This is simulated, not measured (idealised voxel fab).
voxel transistor to metal: a process module
Square cells of 5 nm make up the cross-section cut, whose width is 270 nm.
In what follows, cross-sections appear as grids of square cells, described through bands that run from the top down, where every band is one or more rows of cells.
A band entry consists of two parts. The first gives the height of the band's top and the height of its bottom, in nm. The rest lists the band's materials from left to right, each with its width in nm. A single material labelled with the word "everywhere" fills the band from edge to edge, and the word "empty" marks empty space.
We count height from 0. Below that, the starting wafer is all one material. The lowest band never ends at the bottom but goes on down; see "0 nm and below" for how that is written.
Think of "30..40" as a width that walks from the first number to the second as you go down the band, top row to bottom row, taking equal-sized steps from row to row.
"nothing was modified" for a step: no cell of the cross-section changed in that step.
The entry "Sealed internal cavities" lists the empty spaces that cover at least 8 cells and have no open path to the top. Each is written as width x height at distance, where the distance is measured from the left edge and all three values are in nm.
That trailing text on a step's line, after the settings, is the simulator's own remark on the step.
The optional step-line setting "overlay nm" applies to steps with a mask and quantifies how far to the right of its planned location the mask lay, a negative value indicating leftward placement.
**Planned step list for the process**
1: RECEIVE with material Si
2: OXIDIZE with depth nm 5
3: CONFORMAL_DEP with material SiN, thk nm 15
4: DIRECTIONAL_DEP with material aC, thk nm 10
5: PATTERN with tone cover, mask id ACTIVE, material resist, width nm 105, pitch nm 135, thk nm 30, overlay nm 0
6: DIRECTIONAL_ETCH with etch materials aC, depth nm 10
7: STRIP with etch materials resist
8: DIRECTIONAL_ETCH with etch materials SiN, depth nm 15
9: DIRECTIONAL_ETCH with etch materials SiO2, depth nm 5
10: DIRECTIONAL_ETCH with etch materials Si, depth nm 35
11: STRIP with etch materials aC
12: OXIDIZE with depth nm 5
13: FILL_DEP with material SiO2, thk nm 15
14: CMP with height nm 15
15: SELECTIVE_ETCH with etch materials SiO2, depth nm 15
16: STRIP with etch materials SiN
17: SELECTIVE_ETCH with etch materials SiO2, depth nm 5
18: OXIDIZE with depth nm 5
19: DIRECTIONAL_DEP with material polySi, thk nm 25
20: DIRECTIONAL_DEP with material SiCN, thk nm 10
21: PATTERN with tone cover, mask id GATE, material resist, width nm 25, pitch nm 135, thk nm 15, overlay nm 0
22: DIRECTIONAL_ETCH with etch materials SiCN, depth nm 20
23: DIRECTIONAL_ETCH with etch materials polySi, depth nm 35
24: STRIP with etch materials resist
25: CONFORMAL_DEP with material SiO2, thk nm 5
26: DIRECTIONAL_ETCH with etch materials SiO2, depth nm 5
27: CONFORMAL_DEP with material SiN, thk nm 5
28: DIRECTIONAL_ETCH with etch materials SiN, depth nm 5
29: DIRECTIONAL_ETCH with etch materials SiO2, depth nm 5
30: DIRECTIONAL_ETCH with etch materials Si, depth nm 10
31: EPI with material pSi, thk nm 15
32: FILL_DEP with material SiO2, thk nm 5
33: CMP with height nm 30
34: DIRECTIONAL_DEP with material SiO2, thk nm 10
35: MASKED_ETCH with tone open, mask id CONTACT, width nm 15, etch materials SiO2, depth nm 45, overlay nm 0
36: CONFORMAL_DEP with material TiN, thk nm 5
37: FILL_DEP with material W, thk nm 10
38: CMP with height nm 40
39: DIRECTIONAL_DEP with material TiN, thk nm 5
40: DIRECTIONAL_DEP with material W, thk nm 25
41: PATTERN with tone cover, mask id METAL_1, material resist, width nm 15, thk nm 20, overlay nm 0
42: DIRECTIONAL_ETCH with etch materials W, depth nm 25
43: DIRECTIONAL_ETCH with etch materials TiN, depth nm 5
44: STRIP with etch materials resist
45: CONFORMAL_DEP with material SiCN, thk nm 5
46: FILL_DEP with material SiO2, thk nm 5
47: CMP with height nm 70
48: CONFORMAL_DEP with material SiCN, thk nm 5
**Delivered wafer in cross-section: state after step 1**
    0 nm and below | Si everywhere
    Sealed internal cavities: none
**End-of-module XS, first of two wafers, run as planned**
    75 nm to 70 nm | SiCN everywhere
    70 nm to 45 nm | SiO2=15, SiCN=5, W=15, SiCN=5, SiO2=55, SiCN=5, W=15, SiCN=5, SiO2=30, SiCN=5, W=15, SiCN=5, SiO2=55, SiCN=5, W=15, SiCN=5, SiO2=15
    45 nm to 40 nm | SiCN=20, TiN=15, SiCN=65, TiN=15, SiCN=40, TiN=15, SiCN=65, TiN=15, SiCN=20
    40 nm to 30 nm | SiO2=20, TiN=5, W=5, TiN=5, SiO2=65, TiN=5, W=5, TiN=5, SiO2=40, TiN=5, W=5, TiN=5, SiO2=65, TiN=5, W=5, TiN=5, SiO2=20
    30 nm to 20 nm | SiO2=20, TiN=5, W=5, TiN=5, SiO2=10, SiN=5, SiO2=5, SiCN=25, SiO2=5, SiN=5, SiO2=10, TiN=5, W=5, TiN=5, SiO2=40, TiN=5, W=5, TiN=5, SiO2=10, SiN=5, SiO2=5, SiCN=25, SiO2=5, SiN=5, SiO2=10, TiN=5, W=5, TiN=5, SiO2=20
    20 nm to 10 nm | SiO2=20, TiN=5, W=5, TiN=5, SiO2=10, SiN=5, SiO2=5, polySi=25, SiO2=5, SiN=5, SiO2=10, TiN=5, W=5, TiN=5, SiO2=40, TiN=5, W=5, TiN=5, SiO2=10, SiN=5, SiO2=5, polySi=25, SiO2=5, SiN=5, SiO2=10, TiN=5, W=5, TiN=5, SiO2=20
    10 nm to 5 nm | SiO2=20, TiN=15, SiO2=10, SiN=5, SiO2=5, polySi=25, SiO2=5, SiN=5, SiO2=10, TiN=15, SiO2=40, TiN=15, SiO2=10, SiN=5, SiO2=5, polySi=25, SiO2=5, SiN=5, SiO2=10, TiN=15, SiO2=20
    5 nm to -5 nm | SiO2=20, TiN=10, pSi=15, SiN=5, SiO2=5, polySi=25, SiO2=5, SiN=5, pSi=15, TiN=10, SiO2=40, TiN=10, pSi=15, SiN=5, SiO2=5, polySi=25, SiO2=5, SiN=5, pSi=15, TiN=10, SiO2=20
    -5 nm to -10 nm | SiO2=15, pSi=30, SiO2=45, pSi=30, SiO2=30, pSi=30, SiO2=45, pSi=30, SiO2=15
    -10 nm to -20 nm | SiO2=20, pSi=25, Si=45, pSi=25, SiO2=40, pSi=25, Si=45, pSi=25, SiO2=20
    -20 nm to -45 nm | SiO2=20, Si=95, SiO2=40, Si=95, SiO2=20
    -45 nm and below | Si everywhere
    Sealed internal cavities: none
**Same start, same plan as the first wafer - but one mistake in the run. Cross-section of the second of the two at the end of the module**
    75 nm to 70 nm | SiCN everywhere
    70 nm to 45 nm | SiO2=15, SiCN=5, W=20, SiCN=5, SiO2=50, SiCN=5, W=20, SiCN=5, SiO2=25, SiCN=5, W=20, SiCN=5, SiO2=50, SiCN=5, W=20, SiCN=5, SiO2=10
    45 nm to 40 nm | SiCN=20, TiN=20, SiCN=60, TiN=20, SiCN=35, TiN=20, SiCN=60, TiN=20, SiCN=15
    40 nm to 30 nm | SiO2=20, TiN=5, W=5, TiN=5, SiO2=65, TiN=5, W=5, TiN=5, SiO2=40, TiN=5, W=5, TiN=5, SiO2=65, TiN=5, W=5, TiN=5, SiO2=20
    30 nm to 20 nm | SiO2=20, TiN=5, W=5, TiN=5, SiO2=10, SiN=5, SiO2=5, SiCN=25, SiO2=5, SiN=5, SiO2=10, TiN=5, W=5, TiN=5, SiO2=40, TiN=5, W=5, TiN=5, SiO2=10, SiN=5, SiO2=5, SiCN=25, SiO2=5, SiN=5, SiO2=10, TiN=5, W=5, TiN=5, SiO2=20
    20 nm to 10 nm | SiO2=20, TiN=5, W=5, TiN=5, SiO2=10, SiN=5, SiO2=5, polySi=25, SiO2=5, SiN=5, SiO2=10, TiN=5, W=5, TiN=5, SiO2=40, TiN=5, W=5, TiN=5, SiO2=10, SiN=5, SiO2=5, polySi=25, SiO2=5, SiN=5, SiO2=10, TiN=5, W=5, TiN=5, SiO2=20
    10 nm to 5 nm | SiO2=20, TiN=15, SiO2=10, SiN=5, SiO2=5, polySi=25, SiO2=5, SiN=5, SiO2=10, TiN=15, SiO2=40, TiN=15, SiO2=10, SiN=5, SiO2=5, polySi=25, SiO2=5, SiN=5, SiO2=10, TiN=15, SiO2=20
    5 nm to -5 nm | SiO2=20, TiN=10, pSi=15, SiN=5, SiO2=5, polySi=25, SiO2=5, SiN=5, pSi=15, TiN=10, SiO2=40, TiN=10, pSi=15, SiN=5, SiO2=5, polySi=25, SiO2=5, SiN=5, pSi=15, TiN=10, SiO2=20
    -5 nm to -10 nm | SiO2=15, pSi=30, SiO2=45, pSi=30, SiO2=30, pSi=30, SiO2=45, pSi=30, SiO2=15
    -10 nm to -20 nm | SiO2=20, pSi=25, Si=45, pSi=25, SiO2=40, pSi=25, Si=45, pSi=25, SiO2=20
    -20 nm to -45 nm | SiO2=20, Si=95, SiO2=40, Si=95, SiO2=20
    -45 nm and below | Si everywhere
    Sealed internal cavities: none
What was the processing mistake? step 41, actual vs plan mismatch, actual run PATTERN with tone cover, mask id METAL_1, material resist, width nm 20, thk nm 20, overlay nm 0
At the finish, the second wafer shows more or fewer cells for some materials than the first does: -4 SiCN, -20 SiO2, +4 TiN, +20 W
